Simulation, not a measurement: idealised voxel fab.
The name of this process module is voxel wiring stack.
Section cut is 215 nm wide and gridded with 5 nm square cells.
Heads up, the way a cross-section reads in here is a grid of square cells, handed over as bands from the top down, with every band being one or more rows of cells.
The band entry comprises the height of the band's top followed by the height of its bottom, expressed in nm, and subsequently the band's materials from left to right, each stated together with its width in nm. Where a single material is marked with the word "all across", that material fills the band from edge to edge. The word "blank" represents empty space.
We count height from 0. Below that, the starting wafer is all one material. The lowest band never ends at the bottom but goes on down; see "top 0, no bottom" for how that is written.
Width "30 to 40": first value at the band's top row of cells, second value at its bottom row, equal change from row to row.
Reading "stayed the same" for a step: not a cell of the cross-section changed in it.
This entry, "Sealed void inventory", enumerates those empty regions of no fewer than 8 cells that possess no open connection to the top. Each region is reported in the form width x height at distance, the distance being taken from the left edge, with all three quantities expressed in nm.
Past the settings on a step's line: simulator remark, on that step.
If you see "overlay nm" on a step's line and that step has a mask, it's telling you how far right of where it was planned the mask ended up; a negative number means it went left instead.

# The steps planned for the process are as follows
| 1 | RECEIVE [material Si] |
| 2 | CONFORMAL_DEP [material SiO2] [thk nm 15] |
| 3 | DIRECTIONAL_DEP [material TiN] [thk nm 5] |
| 4 | DIRECTIONAL_DEP [material Ru] [thk nm 20] |
| 5 | PATTERN [tone cover] [mask id METAL_1] [material resist] [width nm 20] [pitch nm 45] [thk nm 15] [overlay nm 0] |
| 6 | DIRECTIONAL_ETCH [etch materials Ru] [depth nm 20] |
| 7 | DIRECTIONAL_ETCH [etch materials TiN] [depth nm 5] |
| 8 | STRIP [etch materials resist] |
| 9 | FILL_DEP [material lowk] [thk nm 5] |
| 10 | CMP [height nm 40] |
| 11 | CONFORMAL_DEP [material SiCN] [thk nm 5] |
| 12 | DIRECTIONAL_DEP [material SiO2] [thk nm 35] |
| 13 | PATTERN [tone open] [mask id METAL_2] [material resist] [width nm 20] [pitch nm 45] [thk nm 20] [overlay nm 0] |
| 14 | DIRECTIONAL_ETCH [etch materials SiO2] [depth nm 20] |
| 15 | STRIP [etch materials resist] |
| 16 | DIRECTIONAL_DEP [material aC] [thk nm 15] |
| 17 | PATTERN [tone open] [mask id METAL_2_HOLES] [material resist] [width nm 15] [pitch nm 90] [thk nm 35] [overlay nm 0] |
| 18 | DIRECTIONAL_ETCH [etch materials aC] [depth nm 15] |
| 19 | STRIP [etch materials resist] |
| 20 | DIRECTIONAL_ETCH [etch materials SiO2] [depth nm 15] |
| 21 | DIRECTIONAL_ETCH [etch materials SiCN] [depth nm 5] |
| 22 | STRIP [etch materials aC] |
| 23 | CONFORMAL_DEP [material TiN] [thk nm 5] |
| 24 | FILL_DEP [material Cu] [thk nm 5] |
| 25 | CMP [height nm 80] |
| 26 | CONFORMAL_DEP [material SiN] [thk nm 5] |

# As-received state of the wafer in cross-section, equivalent to post-step 1
top 0, no bottom | Si all across
Sealed void inventory: none

# Wafer cross-section at module end: first of two, run to plan
top 85, bottom 80 | SiN all across
top 80, bottom 65 | SiO2 30 nm  TiN 5 nm  Cu 10 nm  TiN 5 nm  SiO2 25 nm  TiN 5 nm  Cu 10 nm  TiN 5 nm  SiO2 25 nm  TiN 5 nm  Cu 10 nm  TiN 5 nm  SiO2 25 nm  TiN 5 nm  Cu 10 nm  TiN 5 nm  SiO2 30 nm
top 65, bottom 60 | SiO2 30 nm  TiN 5 nm  Cu 5 nm  TiN 10 nm  SiO2 25 nm  TiN 20 nm  SiO2 25 nm  TiN 5 nm  Cu 5 nm  TiN 10 nm  SiO2 25 nm  TiN 20 nm  SiO2 30 nm
top 60, bottom 45 | SiO2 30 nm  TiN 5 nm  Cu 5 nm  TiN 5 nm  SiO2 75 nm  TiN 5 nm  Cu 5 nm  TiN 5 nm  SiO2 80 nm
top 45, bottom 40 | SiCN 30 nm  TiN 15 nm  SiCN 75 nm  TiN 15 nm  SiCN 80 nm
top 40, bottom 20 | lowk 30 nm  Ru 20 nm  lowk 25 nm  Ru 20 nm  lowk 25 nm  Ru 20 nm  lowk 25 nm  Ru 20 nm  lowk 30 nm
top 20, bottom 15 | lowk 30 nm  TiN 20 nm  lowk 25 nm  TiN 20 nm  lowk 25 nm  TiN 20 nm  lowk 25 nm  TiN 20 nm  lowk 30 nm
top 15, bottom 0 | SiO2 all across
top 0, no bottom | Si all across
Sealed void inventory: none

# End-of-module cross-section of the second wafer: identical starting point and process plan to the first, with one processing mistake
top 85, bottom 80 | SiN all across
top 80, bottom 60 | SiO2 30 nm  TiN 5 nm  Cu 10 nm  TiN 5 nm  SiO2 25 nm  TiN 5 nm  Cu 10 nm  TiN 5 nm  SiO2 25 nm  TiN 5 nm  Cu 10 nm  TiN 5 nm  SiO2 25 nm  TiN 5 nm  Cu 10 nm  TiN 5 nm  SiO2 30 nm
top 60, bottom 55 | SiO2 30 nm  TiN 5 nm  Cu 5 nm  TiN 10 nm  SiO2 25 nm  TiN 20 nm  SiO2 25 nm  TiN 5 nm  Cu 5 nm  TiN 10 nm  SiO2 25 nm  TiN 20 nm  SiO2 30 nm
top 55, bottom 45 | SiO2 30 nm  TiN 5 nm  Cu 5 nm  TiN 5 nm  SiO2 75 nm  TiN 5 nm  Cu 5 nm  TiN 5 nm  SiO2 80 nm
top 45, bottom 40 | SiCN 30 nm  TiN 15 nm  SiCN 75 nm  TiN 15 nm  SiCN 80 nm
top 40, bottom 20 | lowk 30 nm  Ru 20 nm  lowk 25 nm  Ru 20 nm  lowk 25 nm  Ru 20 nm  lowk 25 nm  Ru 20 nm  lowk 30 nm
top 20, bottom 15 | lowk 30 nm  TiN 20 nm  lowk 25 nm  TiN 20 nm  lowk 25 nm  TiN 20 nm  lowk 25 nm  TiN 20 nm  lowk 30 nm
top 15, bottom 0 | SiO2 all across
top 0, no bottom | Si all across
Sealed void inventory: none
Nonconformance to the process plan: planned and actual differ for step 14; actual: DIRECTIONAL_ETCH [etch materials SiO2] [depth nm 25]
Wrapping up, a cell-based count of both wafers puts the second over or under the first for these materials: Cu +6 | SiO2 -10 | TiN +4
